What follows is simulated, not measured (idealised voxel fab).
The name of this process module is voxel spacer lines.
Cross-section cut: width 200 nm, square cells of 5 nm.
Just so we're on the same page, the cross-sections are grids of square cells, and they're listed out in bands top to bottom, each band one or more rows deep. Basically the band line says how high the top is and how high the bottom is, in nm, and then what's in it from left to right, every material with its width in nm. Empty space shows up as "empty", and if a single material carries "throughout" it runs the full band edge to edge. A quick word on heights: they are counted from 0, and under that level the wafer as it came to us is one material throughout. The lowest band is different from the rest in having no bottom; it simply continues downward, written as in "0 down". Think of "30 to 40" as a width that walks from the first number to the second as you go down the band, top row to bottom row, taking equal-sized steps from row to row. Step note "identical to before" = no cross-section cell changed. Reported under the label "Voids, fully enclosed" are the empty spaces having no open way to the top and comprising 8 cells or more; the notation for each is width x height at distance, in which the distance is measured from the left edge and all three values are in nm. Step line, after settings: the simulator's comment on this step. Each step line may optionally specify "overlay nm", which for a step with a mask gives the rightward distance between the mask's planned place and where it lay, a negative value indicating the leftward direction.
# The planned process steps are enumerated hereunder
- 1: RECEIVE [material Si]
- 2: CONFORMAL_DEP [material Al2O3] [thk nm 5]
- 3: DIRECTIONAL_DEP [material SiN] [thk nm 15]
- 4: DIRECTIONAL_DEP [material polySi] [thk nm 30]
- 5: PATTERN [tone cover] [mask id MANDREL] [material resist] [width nm 25] [pitch nm 70] [thk nm 40] [overlay nm 0]
- 6: DIRECTIONAL_ETCH [etch materials polySi] [depth nm 30]
- 7: STRIP [etch materials resist]
- 8: CONFORMAL_DEP [material SiO2] [thk nm 10]
- 9: DIRECTIONAL_ETCH [etch materials SiO2] [depth nm 10]
- 10: STRIP [etch materials polySi]
- 11: DIRECTIONAL_ETCH [etch materials SiN] [depth nm 15]
- 12: STRIP [etch materials SiO2]
# Step 1 complete: cross-section of the wafer as received
- 0 down = Si throughout
- Voids, fully enclosed: none
# Cross-section: first of two wafers, module finished, run according to plan
- 20 to 5 = 5 of empty; 10 of SiN; 25 of empty; 10 of SiN; 25 of empty; 10 of SiN; 25 of empty; 10 of SiN; 25 of empty; 10 of SiN; 25 of empty; 10 of SiN; 10 of empty
- 5 to 0 = Al2O3 throughout
- 0 down = Si throughout
- Voids, fully enclosed: none
# Wafer two (of two), end-of-module cross-section: start = wafer one, plan = wafer one, one run mistake
- 35 to 20 = 5 of empty; 10 of SiN; 25 of empty; 10 of SiN; 25 of empty; 10 of SiN; 25 of empty; 10 of SiN; 25 of empty; 10 of SiN; 25 of empty; 10 of SiN; 10 of empty
- 20 to 5 = SiN throughout
- 5 to 0 = Al2O3 throughout
- 0 down = Si throughout
- Voids, fully enclosed: none
what went wrong: step 3 was run twice
FYI, end of process, the second wafer has more or fewer cells of some materials than the first: 120 more of SiN
